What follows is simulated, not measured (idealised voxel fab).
Title: Process Module voxel wiring stack
Section cut is 260 nm wide and gridded with 5 nm square cells.
Throughout this document, each cross-section is represented as a grid of square cells and is presented as a sequence of bands enumerated from the top downward, where a band comprises one or more rows of cells. Within each band entry, the heights of the top and of the bottom of the band appear first, in that order and in nm; the materials of the band then follow from left to right, each with its corresponding width in nm. The designation "edge to edge" on a single material indicates that it fills the band from edge to edge; the designation "air" indicates empty space. All heights in this document are referenced to 0, defined as the level beneath which the wafer, as received, consists entirely of one material. The lowest band is not bounded below; it extends indefinitely downward and is written in the form "0 and below". A two-number width, for instance "30 to 40", indicates that the width is equal to the first number in the top row of the band and to the second number in the bottom row, and that it changes by a constant amount per row of cells. Reading "nothing was modified" for a step: not a cell of the cross-section changed in it. The label "closed voids" introduces a list of the empty spaces, 8 cells or larger, that have no open way up to the top; each entry in it reads width x height at distance, where the distance is taken from the left edge and all three are stated in nm. Whatever follows a step's settings on its line is a remark the simulator itself makes about that step. "overlay nm" answers the question of how far to the right of plan the mask lay on a step that has a mask, and when it is negative the answer is to the left. In what follows, pairs of cross-sections are presented, each taken before and after one process step, with the after cross-section shown only down to the lowest band that was altered; the step, together with its settings, is stated below the pair. The pairs may stem from different runs of this module on the same starting wafer; accordingly, a pair should be taken as continuing from the one above it solely where its entry headed "Incoming profile" indicates as much.
### Incoming profile
    180 down to 145  resist 70, air 20, resist 30, air 20, resist 30, air 20, resist 70
    145 down to 140  resist 65, aC 30, resist 20, aC 30, resist 20, aC 30, resist 65
    140 down to 130  aC edge to edge
    130 down to 125  aC 65, lowk 30, aC 20, lowk 30, aC 20, lowk 30, aC 65
    125 down to 95  lowk edge to edge
    95 down to 90  lowk 65, Ru 30, lowk 20, Ru 30, lowk 20, Ru 30, lowk 65
    90 down to 65  lowk 70, TiN 5, W 10, TiN 5, lowk 30, TiN 5, W 10, TiN 5, lowk 30, TiN 5, W 10, TiN 5, lowk 70
    65 down to 60  SiN 70, TiN 20, SiN 30, TiN 20, SiN 30, TiN 20, SiN 70
    60 down to 40  SiO2 70, TiN 5, Cu 5, TiN 5, SiO2 35, TiN 5, Cu 5, TiN 5, SiO2 35, TiN 5, Cu 5, TiN 5, SiO2 75
    40 down to 35  SiCN 70, TiN 15, SiCN 35, TiN 15, SiCN 35, TiN 15, SiCN 75
    35 down to 20  SiO2 70, W 20, SiO2 30, W 20, SiO2 30, W 20, SiO2 70
    20 down to 15  SiO2 70, TiN 20, SiO2 30, TiN 20, SiO2 30, TiN 20, SiO2 70
    15 down to 0  SiO2 edge to edge
    0 and below  Si edge to edge
    closed voids: none
### Cross-Section After Step
    165 down to 145  resist 70, air 20, resist 30, air 20, resist 30, air 20, resist 70
    145 down to 140  resist 65, aC 5, air 20, aC 5, resist 20, aC 5, air 20, aC 5, resist 20, aC 5, air 20, aC 5, resist 65
    140 down to 130  aC 70, air 20, aC 30, air 20, aC 30, air 20, aC 70
    Lower than 130, everything is as it was.
    closed voids: none
The structure goes from the before cross-section above to the after cross-section through DIRECTIONAL_ETCH [etch materials aC] [depth nm 15]
Incoming profile: Please consult the pair immediately above; the cross-section it shows after its step is the state before this step.
### Cross-Section After Step
    145 down to 140  air 65, aC 5, air 20, aC 5, air 20, aC 5, air 20, aC 5, air 20, aC 5, air 20, aC 5, air 65
    Lower than 140, everything is as it was.
    closed voids: none
The structure goes from the before cross-section above to the after cross-section through STRIP [etch materials resist]
Incoming profile: Please consult the pair immediately above; the cross-section it shows after its step is the state before this step.
### Cross-Section After Step
    145 down to 140  air 65, aC 5, air 20, aC 5, air 20, aC 5, air 20, aC 5, air 20, aC 5, air 20, aC 5, air 65
    140 down to 130  aC 70, air 20, aC 30, air 20, aC 30, air 20, aC 70
    130 down to 125  aC 65, lowk 5, air 20, lowk 5, aC 20, lowk 5, air 20, lowk 5, aC 20, lowk 5, air 20, lowk 5, aC 65
    125 down to 110  lowk 70, air 20, lowk 30, air 20, lowk 30, air 20, lowk 70
    Lower than 110, everything is as it was.
    closed voids: none
The structure goes from the before cross-section above to the after cross-section through DIRECTIONAL_ETCH [etch materials lowk] [depth nm 20]
Incoming profile: Please consult the pair immediately above; the cross-section it shows after its step is the state before this step.
### Cross-Section After Step
    130 down to 125  air 65, lowk 5, air 20, lowk 5, air 20, lowk 5, air 20, lowk 5, air 20, lowk 5, air 20, lowk 5, air 65
    Lower than 125, everything is as it was.
    closed voids: none
The structure goes from the before cross-section above to the after cross-section through STRIP [etch materials aC]
Incoming profile: Please consult the pair immediately above; the cross-section it shows after its step is the state before this step.
### Cross-Section After Step
    140 down to 135  air 65, aC 5, air 20, aC 5, air 20, aC 5, air 20, aC 5, air 20, aC 5, air 20, aC 5, air 65
    135 down to 130  aC 70, air 20, aC 30, air 20, aC 30, air 20, aC 70
    130 down to 125  aC 65, lowk 5, air 20, lowk 5, aC 20, lowk 5, air 20, lowk 5, aC 20, lowk 5, air 20, lowk 5, aC 65
    125 down to 120  lowk 70, air 20, lowk 30, air 20, lowk 30, air 20, lowk 70
    120 down to 110  lowk 70, aC 20, lowk 30, aC 20, lowk 30, aC 20, lowk 70
    Lower than 110, everything is as it was.
    closed voids: none
The structure goes from the before cross-section above to the after cross-section through DIRECTIONAL_DEP [material aC] [thk nm 10]
Incoming profile: Please consult the pair immediately above; the cross-section it shows after its step is the state before this step.
### Cross-Section After Step
    170 down to 140  resist 70, air 15, resist 35, air 15, resist 35, air 15, resist 75
    140 down to 135  resist 65, aC 5, air 15, resist 5, aC 5, resist 20, aC 5, air 15, resist 5, aC 5, resist 20, aC 5, air 15, resist 5, aC 5, resist 65
    135 down to 130  aC 70, air 15, resist 5, aC 30, air 15, resist 5, aC 30, air 15, resist 5, aC 70
    130 down to 125  aC 65, lowk 5, air 15, resist 5, lowk 5, aC 20, lowk 5, air 15, resist 5, lowk 5, aC 20, lowk 5, air 15, resist 5, lowk 5, aC 65
    125 down to 120  lowk 70, air 15, resist 5, lowk 30, air 15, resist 5, lowk 30, air 15, resist 5, lowk 70
    Lower than 120, everything is as it was.
    closed voids: none
The structure goes from the before cross-section above to the after cross-section through PATTERN [tone open] [mask id METAL_3_HOLES] [material resist] [width nm 15] [pitch nm 50] [thk nm 30] [overlay nm 0]
Incoming profile: Please consult the pair immediately above; the cross-section it shows after its step is the state before this step.
### Cross-Section After Step
    160 down to 140  resist 70, air 15, resist 35, air 15, resist 35, air 15, resist 75
    140 down to 135  resist 65, aC 5, air 15, resist 5, aC 5, resist 20, aC 5, air 15, resist 5, aC 5, resist 20, aC 5, air 15, resist 5, aC 5, resist 65
    135 down to 130  aC 70, air 15, resist 5, aC 30, air 15, resist 5, aC 30, air 15, resist 5, aC 70
    130 down to 125  aC 65, lowk 5, air 15, resist 5, lowk 5, aC 20, lowk 5, air 15, resist 5, lowk 5, aC 20, lowk 5, air 15, resist 5, lowk 5, aC 65
    125 down to 120  lowk 70, air 15, resist 5, lowk 30, air 15, resist 5, lowk 30, air 15, resist 5, lowk 70
    120 down to 110  lowk 70, air 15, aC 5, lowk 30, air 15, aC 5, lowk 30, air 15, aC 5, lowk 70
    Lower than 110, everything is as it was.
    closed voids: none
The structure goes from the before cross-section above to the after cross-section through DIRECTIONAL_ETCH [etch materials aC] [depth nm 10]
Incoming profile: Please consult the pair immediately above; the cross-section it shows after its step is the state before this step.
### Cross-Section After Step
    140 down to 135  air 65, aC 5, air 20, aC 5, air 20, aC 5, air 20, aC 5, air 20, aC 5, air 20, aC 5, air 65
    135 down to 130  aC 70, air 20, aC 30, air 20, aC 30, air 20, aC 70
    130 down to 125  aC 65, lowk 5, air 20, lowk 5, aC 20, lowk 5, air 20, lowk 5, aC 20, lowk 5, air 20, lowk 5, aC 65
    125 down to 120  lowk 70, air 20, lowk 30, air 20, lowk 30, air 20, lowk 70
    Lower than 120, everything is as it was.
    closed voids: none
The structure goes from the before cross-section above to the after cross-section through STRIP [etch materials resist]
Incoming profile: Please consult the pair immediately above; the cross-section it shows after its step is the state before this step.
### Cross-Section After Step
    140 down to 135  air 65, aC 5, air 20, aC 5, air 20, aC 5, air 20, aC 5, air 20, aC 5, air 20, aC 5, air 65
    135 down to 130  aC 70, air 20, aC 30, air 20, aC 30, air 20, aC 70
    130 down to 125  aC 65, lowk 5, air 20, lowk 5, aC 20, lowk 5, air 20, lowk 5, aC 20, lowk 5, air 20, lowk 5, aC 65
    125 down to 120  lowk 70, air 20, lowk 30, air 20, lowk 30, air 20, lowk 70
    120 down to 110  lowk 70, air 15, aC 5, lowk 30, air 15, aC 5, lowk 30, air 15, aC 5, lowk 70
    110 down to 95  lowk 70, air 15, lowk 35, air 15, lowk 35, air 15, lowk 75
    Lower than 95, everything is as it was.
    closed voids: none
The structure goes from the before cross-section above to the after cross-section through DIRECTIONAL_ETCH [etch materials lowk] [depth nm 15]
Incoming profile: Please consult the pair immediately above; the cross-section it shows after its step is the state before this step.
### Cross-Section After Step
    130 down to 125  air 65, lowk 5, air 20, lowk 5, air 20, lowk 5, air 20, lowk 5, air 20, lowk 5, air 20, lowk 5, air 65
    125 down to 110  lowk 70, air 20, lowk 30, air 20, lowk 30, air 20, lowk 70
    Lower than 110, everything is as it was.
    closed voids: none
The structure goes from the before cross-section above to the after cross-section through STRIP [etch materials aC]
Incoming profile: Please consult the pair immediately above; the cross-section it shows after its step is the state before this step.
### Cross-Section After Step
    135 down to 130  air 60, TiN 15, air 10, TiN 15, air 10, TiN 15, air 10, TiN 15, air 10, TiN 15, air 10, TiN 15, air 60
    130 down to 125  TiN 65, lowk 5, TiN 5, air 10, TiN 5, lowk 5, TiN 20, lowk 5, TiN 5, air 10, TiN 5, lowk 5, TiN 20, lowk 5, TiN 5, air 10, TiN 5, lowk 5, TiN 65
    125 down to 115  lowk 70, TiN 5, air 10, TiN 5, lowk 30, TiN 5, air 10, TiN 5, lowk 30, TiN 5, air 10, TiN 5, lowk 70
    115 down to 110  lowk 70, TiN 5, air 5, TiN 10, lowk 30, TiN 5, air 5, TiN 10, lowk 30, TiN 5, air 5, TiN 10, lowk 70
    110 down to 100  lowk 70, TiN 5, air 5, TiN 5, lowk 35, TiN 5, air 5, TiN 5, lowk 35, TiN 5, air 5, TiN 5, lowk 75
    100 down to 95  lowk 70, TiN 15, lowk 35, TiN 15, lowk 35, TiN 15, lowk 75
    Lower than 95, everything is as it was.
    closed voids: none
The structure goes from the before cross-section above to the after cross-section through CONFORMAL_DEP [material TiN] [thk nm 5]
Incoming profile: Please consult the pair immediately above; the cross-section it shows after its step is the state before this step.
### Cross-Section After Step
    145 down to 135  Ru edge to edge
    135 down to 130  Ru 60, TiN 15, Ru 10, TiN 15, Ru 10, TiN 15, Ru 10, TiN 15, Ru 10, TiN 15, Ru 10, TiN 15, Ru 60
    130 down to 125  TiN 65, lowk 5, TiN 5, Ru 10, TiN 5, lowk 5, TiN 20, lowk 5, TiN 5, Ru 10, TiN 5, lowk 5, TiN 20, lowk 5, TiN 5, Ru 10, TiN 5, lowk 5, TiN 65
    125 down to 115  lowk 70, TiN 5, Ru 10, TiN 5, lowk 30, TiN 5, Ru 10, TiN 5, lowk 30, TiN 5, Ru 10, TiN 5, lowk 70
    115 down to 110  lowk 70, TiN 5, Ru 5, TiN 10, lowk 30, TiN 5, Ru 5, TiN 10, lowk 30, TiN 5, Ru 5, TiN 10, lowk 70
    110 down to 100  lowk 70, TiN 5, Ru 5, TiN 5, lowk 35, TiN 5, Ru 5, TiN 5, lowk 35, TiN 5, Ru 5, TiN 5, lowk 75
    Lower than 100, everything is as it was.
    closed voids: none
The structure goes from the before cross-section above to the after cross-section through FILL_DEP [material Ru] [thk nm 10]
Incoming profile: Please consult the pair immediately above; the cross-section it shows after its step is the state before this step.
### Cross-Section After Step
    135 down to 130  Ru 60, TiN 15, Ru 10, TiN 15, Ru 10, TiN 15, Ru 10, TiN 15, Ru 10, TiN 15, Ru 10, TiN 15, Ru 60
    Lower than 130, everything is as it was.
    closed voids: none
The structure goes from the before cross-section above to the after cross-section through CMP [height nm 135]
Incoming profile: Please consult the pair immediately above; the cross-section it shows after its step is the state before this step.
### Cross-Section After Step
    140 down to 135  SiCN edge to edge
    Lower than 135, everything is as it was.
    closed voids: none
The structure goes from the before cross-section above to the after cross-section through CONFORMAL_DEP [material SiCN] [thk nm 5]
Incoming profile: Please consult the pair immediately above; the cross-section it shows after its step is the state before this step.
### Cross-Section After Step
    165 down to 140  lowk edge to edge
    Lower than 140, everything is as it was.
    closed voids: none
The structure goes from the before cross-section above to the after cross-section through DIRECTIONAL_DEP [material lowk] [thk nm 25]
Incoming profile: Please consult the pair immediately above; the cross-section it shows after its step is the state before this step.
### Cross-Section After Step
    185 down to 165  resist 70, air 20, resist 30, air 20, resist 30, air 20, resist 70
    Lower than 165, everything is as it was.
    closed voids: none
The structure goes from the before cross-section above to the after cross-section through PATTERN [tone open] [mask id METAL_4] [material resist] [width nm 20] [pitch nm 50] [thk nm 20] [overlay nm 0]
Incoming profile: Please consult the pair immediately above; the cross-section it shows after its step is the state before this step.
### Cross-Section After Step
    185 down to 165  resist 70, air 20, resist 30, air 20, resist 30, air 20, resist 70
    165 down to 150  lowk 70, air 20, lowk 30, air 20, lowk 30, air 20, lowk 70
    Lower than 150, everything is as it was.
    closed voids: none
The structure goes from the before cross-section above to the after cross-section through DIRECTIONAL_ETCH [etch materials lowk] [depth nm 15]
Incoming profile: Please consult the pair immediately above; the cross-section it shows after its step is the state before this step.
### Cross-Section After Step
    165 down to 150  lowk 70, air 20, lowk 30, air 20, lowk 30, air 20, lowk 70
    Lower than 150, everything is as it was.
    closed voids: none
The structure goes from the before cross-section above to the after cross-section through STRIP [etch materials resist]
Incoming profile: Please consult the pair immediately above; the cross-section it shows after its step is the state before this step.
### Cross-Section After Step
    165 down to 150  lowk 70, air 20, lowk 30, air 20, lowk 30, air 20, lowk 70
    150 down to 140  lowk 70, air 15, lowk 35, air 15, lowk 35, air 15, lowk 75
    Lower than 140, everything is as it was.
    closed voids: none
The structure goes from the before cross-section above to the after cross-section through MASKED_ETCH [tone open] [mask id METAL_4_HOLES] [width nm 15] [pitch nm 50] [etch materials lowk] [depth nm 10] [overlay nm 0]
Incoming profile: Please consult the pair immediately above; the cross-section it shows after its step is the state before this step.
### Cross-Section After Step
    165 down to 150  lowk 70, air 20, lowk 30, air 20, lowk 30, air 20, lowk 70
    150 down to 140  lowk 70, air 15, lowk 35, air 15, lowk 35, air 15, lowk 75
    140 down to 135  SiCN 70, air 15, SiCN 35, air 15, SiCN 35, air 15, SiCN 75
    Lower than 135, everything is as it was.
    closed voids: none
The structure goes from the before cross-section above to the after cross-section through MASKED_ETCH [tone open] [mask id METAL_4_HOLES] [width nm 15] [pitch nm 50] [etch materials SiCN] [depth nm 5] [overlay nm 0]
Incoming profile: Please consult the pair immediately above; the cross-section it shows after its step is the state before this step.
### Cross-Section After Step
    170 down to 165  TiN 75, air 10, TiN 40, air 10, TiN 40, air 10, TiN 75
    165 down to 155  lowk 70, TiN 5, air 10, TiN 5, lowk 30, TiN 5, air 10, TiN 5, lowk 30, TiN 5, air 10, TiN 5, lowk 70
    155 down to 150  lowk 70, TiN 5, air 5, TiN 10, lowk 30, TiN 5, air 5, TiN 10, lowk 30, TiN 5, air 5, TiN 10, lowk 70
    150 down to 140  lowk 70, TiN 5, air 5, TiN 5, lowk 35, TiN 5, air 5, TiN 5, lowk 35, TiN 5, air 5, TiN 5, lowk 75
    140 down to 135  SiCN 70, TiN 15, SiCN 35, TiN 15, SiCN 35, TiN 15, SiCN 75
    Lower than 135, everything is as it was.
    closed voids: none
The structure goes from the before cross-section above to the after cross-section through CONFORMAL_DEP [material TiN] [thk nm 5]
Incoming profile: Please consult the pair immediately above; the cross-section it shows after its step is the state before this step.
### Cross-Section After Step
    180 down to 170  Cu edge to edge
    170 down to 165  TiN 75, Cu 10, TiN 40, Cu 10, TiN 40, Cu 10, TiN 75
    165 down to 155  lowk 70, TiN 5, Cu 10, TiN 5, lowk 30, TiN 5, Cu 10, TiN 5, lowk 30, TiN 5, Cu 10, TiN 5, lowk 70
    155 down to 150  lowk 70, TiN 5, Cu 5, TiN 10, lowk 30, TiN 5, Cu 5, TiN 10, lowk 30, TiN 5, Cu 5, TiN 10, lowk 70
    150 down to 140  lowk 70, TiN 5, Cu 5, TiN 5, lowk 35, TiN 5, Cu 5, TiN 5, lowk 35, TiN 5, Cu 5, TiN 5, lowk 75
    Lower than 140, everything is as it was.
    closed voids: none
The structure goes from the before cross-section above to the after cross-section through FILL_DEP [material Cu] [thk nm 10]
Incoming profile: Please consult the pair immediately above; the cross-section it shows after its step is the state before this step.
### Cross-Section After Step
    165 down to 155  lowk 70, TiN 5, Cu 10, TiN 5, lowk 30, TiN 5, Cu 10, TiN 5, lowk 30, TiN 5, Cu 10, TiN 5, lowk 70
    Lower than 155, everything is as it was.
    closed voids: none
The structure goes from the before cross-section above to the after cross-section through CMP [height nm 165]
Incoming profile: Please consult the pair immediately above; the cross-section it shows after its step is the state before this step.
### Cross-Section After Step
    170 down to 165  SiN edge to edge
    Lower than 165, everything is as it was.
    closed voids: none
The structure goes from the before cross-section above to the after cross-section through CONFORMAL_DEP [material SiN] [thk nm 5]
### Incoming profile
    150 down to 135  aC 70, air 20, aC 30, air 20, aC 30, air 20, aC 70
    135 down to 115  lowk 70, air 20, lowk 30, air 20, lowk 30, air 20, lowk 70
    115 down to 100  lowk edge to edge
    100 down to 95  SiCN edge to edge
    95 down to 90  SiCN 65, Ru 30, SiCN 20, Ru 30, SiCN 20, Ru 30, SiCN 65
    90 down to 65  lowk 70, TiN 5, W 10, TiN 5, lowk 30, TiN 5, W 10, TiN 5, lowk 30, TiN 5, W 10, TiN 5, lowk 70
    65 down to 60  SiN 70, TiN 20, SiN 30, TiN 20, SiN 30, TiN 20, SiN 70
    60 down to 40  SiO2 70, TiN 5, Cu 5, TiN 5, SiO2 35, TiN 5, Cu 5, TiN 5, SiO2 35, TiN 5, Cu 5, TiN 5, SiO2 75
    40 down to 35  SiCN 70, TiN 15, SiCN 35, TiN 15, SiCN 35, TiN 15, SiCN 75
    35 down to 20  SiO2 70, W 20, SiO2 30, W 20, SiO2 30, W 20, SiO2 70
    20 down to 15  SiO2 70, TiN 20, SiO2 30, TiN 20, SiO2 30, TiN 20, SiO2 70
    15 down to 0  SiO2 edge to edge
    0 and below  Si edge to edge
    closed voids: none
### Cross-Section After Step
    150 down to 135  aC 70, air 20, aC 30, air 20, aC 30, air 20, aC 70
    135 down to 100  lowk 70, air 20, lowk 30, air 20, lowk 30, air 20, lowk 70
    Lower than 100, everything is as it was.
    closed voids: none
The structure goes from the before cross-section above to the after cross-section through DIRECTIONAL_ETCH [etch materials lowk] [depth nm 20]
Incoming profile: Please consult the pair immediately above; the cross-section it shows after its step is the state before this step.
### Cross-Section After Step
    135 down to 100  lowk 70, air 20, lowk 30, air 20, lowk 30, air 20, lowk 70
    Lower than 100, everything is as it was.
    closed voids: none
The structure goes from the before cross-section above to the after cross-section through STRIP [etch materials aC]
Incoming profile: Please consult the pair immediately above; the cross-section it shows after its step is the state before this step.
### Cross-Section After Step
    145 down to 135  aC 70, air 20, aC 30, air 20, aC 30, air 20, aC 70
    135 down to 110  lowk 70, air 20, lowk 30, air 20, lowk 30, air 20, lowk 70
    110 down to 100  lowk 70, aC 20, lowk 30, aC 20, lowk 30, aC 20, lowk 70
    Lower than 100, everything is as it was.
    closed voids: none
The structure goes from the before cross-section above to the after cross-section through DIRECTIONAL_DEP [material aC] [thk nm 10]
Incoming profile: Please consult the pair immediately above; the cross-section it shows after its step is the state before this step.
### Cross-Section After Step
    175 down to 145  resist 70, air 15, resist 35, air 15, resist 35, air 15, resist 75
    145 down to 135  aC 70, air 15, resist 5, aC 30, air 15, resist 5, aC 30, air 15, resist 5, aC 70
    135 down to 110  lowk 70, air 15, resist 5, lowk 30, air 15, resist 5, lowk 30, air 15, resist 5, lowk 70
    Lower than 110, everything is as it was.
    closed voids: none
The structure goes from the before cross-section above to the after cross-section through PATTERN [tone open] [mask id METAL_3_HOLES] [material resist] [width nm 15] [pitch nm 50] [thk nm 30] [overlay nm 0]
Incoming profile: Please consult the pair immediately above; the cross-section it shows after its step is the state before this step.
### Cross-Section After Step
    165 down to 145  resist 70, air 15, resist 35, air 15, resist 35, air 15, resist 75
    145 down to 135  aC 70, air 15, resist 5, aC 30, air 15, resist 5, aC 30, air 15, resist 5, aC 70
    135 down to 110  lowk 70, air 15, resist 5, lowk 30, air 15, resist 5, lowk 30, air 15, resist 5, lowk 70
    110 down to 100  lowk 70, air 15, aC 5, lowk 30, air 15, aC 5, lowk 30, air 15, aC 5, lowk 70
    Lower than 100, everything is as it was.
    closed voids: none
The structure goes from the before cross-section above to the after cross-section through DIRECTIONAL_ETCH [etch materials aC] [depth nm 10]
Incoming profile: Please consult the pair immediately above; the cross-section it shows after its step is the state before this step.
### Cross-Section After Step
    145 down to 135  aC 70, air 20, aC 30, air 20, aC 30, air 20, aC 70
    135 down to 110  lowk 70, air 20, lowk 30, air 20, lowk 30, air 20, lowk 70
    Lower than 110, everything is as it was.
    closed voids: none
The structure goes from the before cross-section above to the after cross-section through STRIP [etch materials resist]
Incoming profile: Please consult the pair immediately above; the cross-section it shows after its step is the state before this step.
### Cross-Section After Step
    145 down to 135  aC 70, air 20, aC 30, air 20, aC 30, air 20, aC 70
    135 down to 110  lowk 70, air 20, lowk 30, air 20, lowk 30, air 20, lowk 70
    110 down to 100  lowk 70, air 15, aC 5, lowk 30, air 15, aC 5, lowk 30, air 15, aC 5, lowk 70
    100 down to 95  SiCN 70, air 15, SiCN 35, air 15, SiCN 35, air 15, SiCN 75
    Lower than 95, everything is as it was.
    closed voids: none
The structure goes from the before cross-section above to the after cross-section through DIRECTIONAL_ETCH [etch materials SiCN] [depth nm 5]
Incoming profile: Please consult the pair immediately above; the cross-section it shows after its step is the state before this step.
### Cross-Section After Step
    135 down to 100  lowk 70, air 20, lowk 30, air 20, lowk 30, air 20, lowk 70
    Lower than 100, everything is as it was.
    closed voids: none
The structure goes from the before cross-section above to the after cross-section through STRIP [etch materials aC]
Incoming profile: Please consult the pair immediately above; the cross-section it shows after its step is the state before this step.
### Cross-Section After Step
    140 down to 135  TiN 75, air 10, TiN 40, air 10, TiN 40, air 10, TiN 75
    135 down to 105  lowk 70, TiN 5, air 10, TiN 5, lowk 30, TiN 5, air 10, TiN 5, lowk 30, TiN 5, air 10, TiN 5, lowk 70
    105 down to 100  lowk 70, TiN 5, air 5, TiN 10, lowk 30, TiN 5, air 5, TiN 10, lowk 30, TiN 5, air 5, TiN 10, lowk 70
    100 down to 95  SiCN 70, TiN 15, SiCN 35, TiN 15, SiCN 35, TiN 15, SiCN 75
    Lower than 95, everything is as it was.
    closed voids: none
The structure goes from the before cross-section above to the after cross-section through CONFORMAL_DEP [material TiN] [thk nm 5]
Incoming profile: Please consult the pair immediately above; the cross-section it shows after its step is the state before this step.
### Cross-Section After Step
    150 down to 140  Ru edge to edge
    140 down to 135  TiN 75, Ru 10, TiN 40, Ru 10, TiN 40, Ru 10, TiN 75
    135 down to 105  lowk 70, TiN 5, Ru 10, TiN 5, lowk 30, TiN 5, Ru 10, TiN 5, lowk 30, TiN 5, Ru 10, TiN 5, lowk 70
    105 down to 100  lowk 70, TiN 5, Ru 5, TiN 10, lowk 30, TiN 5, Ru 5, TiN 10, lowk 30, TiN 5, Ru 5, TiN 10, lowk 70
    Lower than 100, everything is as it was.
    closed voids: none
The structure goes from the before cross-section above to the after cross-section through FILL_DEP [material Ru] [thk nm 10]
Incoming profile: Please consult the pair immediately above; the cross-section it shows after its step is the state before this step.
### Cross-Section After Step
    135 down to 105  lowk 70, TiN 5, Ru 10, TiN 5, lowk 30, TiN 5, Ru 10, TiN 5, lowk 30, TiN 5, Ru 10, TiN 5, lowk 70
    Lower than 105, everything is as it was.
    closed voids: none
The structure goes from the before cross-section above to the after cross-section through CMP [height nm 135]
Incoming profile: Please consult the pair immediately above; the cross-section it shows after its step is the state before this step.
### Cross-Section After Step
    140 down to 135  SiCN edge to edge
    Lower than 135, everything is as it was.
    closed voids: none
The structure goes from the before cross-section above to the after cross-section through CONFORMAL_DEP [material SiCN] [thk nm 5]
Incoming profile: Please consult the pair immediately above; the cross-section it shows after its step is the state before this step.
### Cross-Section After Step
    165 down to 140  lowk edge to edge
    Lower than 140, everything is as it was.
    closed voids: none
The structure goes from the before cross-section above to the after cross-section through DIRECTIONAL_DEP [material lowk] [thk nm 25]
Incoming profile: Please consult the pair immediately above; the cross-section it shows after its step is the state before this step.
### Cross-Section After Step
    185 down to 165  resist 70, air 20, resist 30, air 20, resist 30, air 20, resist 70
    Lower than 165, everything is as it was.
    closed voids: none
The structure goes from the before cross-section above to the after cross-section through PATTERN [tone open] [mask id METAL_4] [material resist] [width nm 20] [pitch nm 50] [thk nm 20] [overlay nm 0]
Incoming profile: Please consult the pair immediately above; the cross-section it shows after its step is the state before this step.
### Cross-Section After Step
    185 down to 165  resist 70, air 20, resist 30, air 20, resist 30, air 20, resist 70
    165 down to 150  lowk 70, air 20, lowk 30, air 20, lowk 30, air 20, lowk 70
    Lower than 150, everything is as it was.
    closed voids: none
The structure goes from the before cross-section above to the after cross-section through DIRECTIONAL_ETCH [etch materials lowk] [depth nm 15]
Incoming profile: Please consult the pair immediately above; the cross-section it shows after its step is the state before this step.
### Cross-Section After Step
    165 down to 150  lowk 70, air 20, lowk 30, air 20, lowk 30, air 20, lowk 70
    Lower than 150, everything is as it was.
    closed voids: none
The structure goes from the before cross-section above to the after cross-section through STRIP [etch materials resist]
Incoming profile: Please consult the pair immediately above; the cross-section it shows after its step is the state before this step.
### Cross-Section After Step
    165 down to 150  lowk 70, air 20, lowk 30, air 20, lowk 30, air 20, lowk 70
    150 down to 140  lowk 70, air 15, lowk 35, air 15, lowk 35, air 15, lowk 75
    Lower than 140, everything is as it was.
    closed voids: none
The structure goes from the before cross-section above to the after cross-section through MASKED_ETCH [tone open] [mask id METAL_4_HOLES] [width nm 15] [pitch nm 50] [etch materials lowk] [depth nm 10] [overlay nm 0]
Incoming profile: Please consult the pair immediately above; the cross-section it shows after its step is the state before this step.
### Cross-Section After Step
    165 down to 150  lowk 70, air 20, lowk 30, air 20, lowk 30, air 20, lowk 70
    150 down to 140  lowk 70, air 15, lowk 35, air 15, lowk 35, air 15, lowk 75
    140 down to 135  SiCN 70, air 15, SiCN 35, air 15, SiCN 35, air 15, SiCN 75
    Lower than 135, everything is as it was.
    closed voids: none
The structure goes from the before cross-section above to the after cross-section through MASKED_ETCH [tone open] [mask id METAL_4_HOLES] [width nm 15] [pitch nm 50] [etch materials SiCN] [depth nm 5] [overlay nm 0]
Incoming profile: Please consult the pair immediately above; the cross-section it shows after its step is the state before this step.
### Cross-Section After Step
    170 down to 165  TiN 75, air 10, TiN 40, air 10, TiN 40, air 10, TiN 75
    165 down to 155  lowk 70, TiN 5, air 10, TiN 5, lowk 30, TiN 5, air 10, TiN 5, lowk 30, TiN 5, air 10, TiN 5, lowk 70
    155 down to 150  lowk 70, TiN 5, air 5, TiN 10, lowk 30, TiN 5, air 5, TiN 10, lowk 30, TiN 5, air 5, TiN 10, lowk 70
    150 down to 140  lowk 70, TiN 5, air 5, TiN 5, lowk 35, TiN 5, air 5, TiN 5, lowk 35, TiN 5, air 5, TiN 5, lowk 75
    140 down to 135  SiCN 70, TiN 15, SiCN 35, TiN 15, SiCN 35, TiN 15, SiCN 75
    Lower than 135, everything is as it was.
    closed voids: none
The structure goes from the before cross-section above to the after cross-section through CONFORMAL_DEP [material TiN] [thk nm 5]
Incoming profile: Please consult the pair immediately above; the cross-section it shows after its step is the state before this step.
### Cross-Section After Step
    180 down to 170  Cu edge to edge
    170 down to 165  TiN 75, Cu 10, TiN 40, Cu 10, TiN 40, Cu 10, TiN 75
    165 down to 155  lowk 70, TiN 5, Cu 10, TiN 5, lowk 30, TiN 5, Cu 10, TiN 5, lowk 30, TiN 5, Cu 10, TiN 5, lowk 70
    155 down to 150  lowk 70, TiN 5, Cu 5, TiN 10, lowk 30, TiN 5, Cu 5, TiN 10, lowk 30, TiN 5, Cu 5, TiN 10, lowk 70
    150 down to 140  lowk 70, TiN 5, Cu 5, TiN 5, lowk 35, TiN 5, Cu 5, TiN 5, lowk 35, TiN 5, Cu 5, TiN 5, lowk 75
    Lower than 140, everything is as it was.
    closed voids: none
The structure goes from the before cross-section above to the after cross-section through FILL_DEP [material Cu] [thk nm 10]
Incoming profile: Please consult the pair immediately above; the cross-section it shows after its step is the state before this step.
### Cross-Section After Step
    165 down to 155  lowk 70, TiN 5, Cu 10, TiN 5, lowk 30, TiN 5, Cu 10, TiN 5, lowk 30, TiN 5, Cu 10, TiN 5, lowk 70
    Lower than 155, everything is as it was.
    closed voids: none
The structure goes from the before cross-section above to the after cross-section through CMP [height nm 165]
Incoming profile: Please consult the pair immediately above; the cross-section it shows after its step is the state before this step.
### Cross-Section After Step
    170 down to 165  SiN edge to edge
    Lower than 165, everything is as it was.
    closed voids: none
The structure goes from the before cross-section above to the after cross-section through CONFORMAL_DEP [material SiN] [thk nm 5]
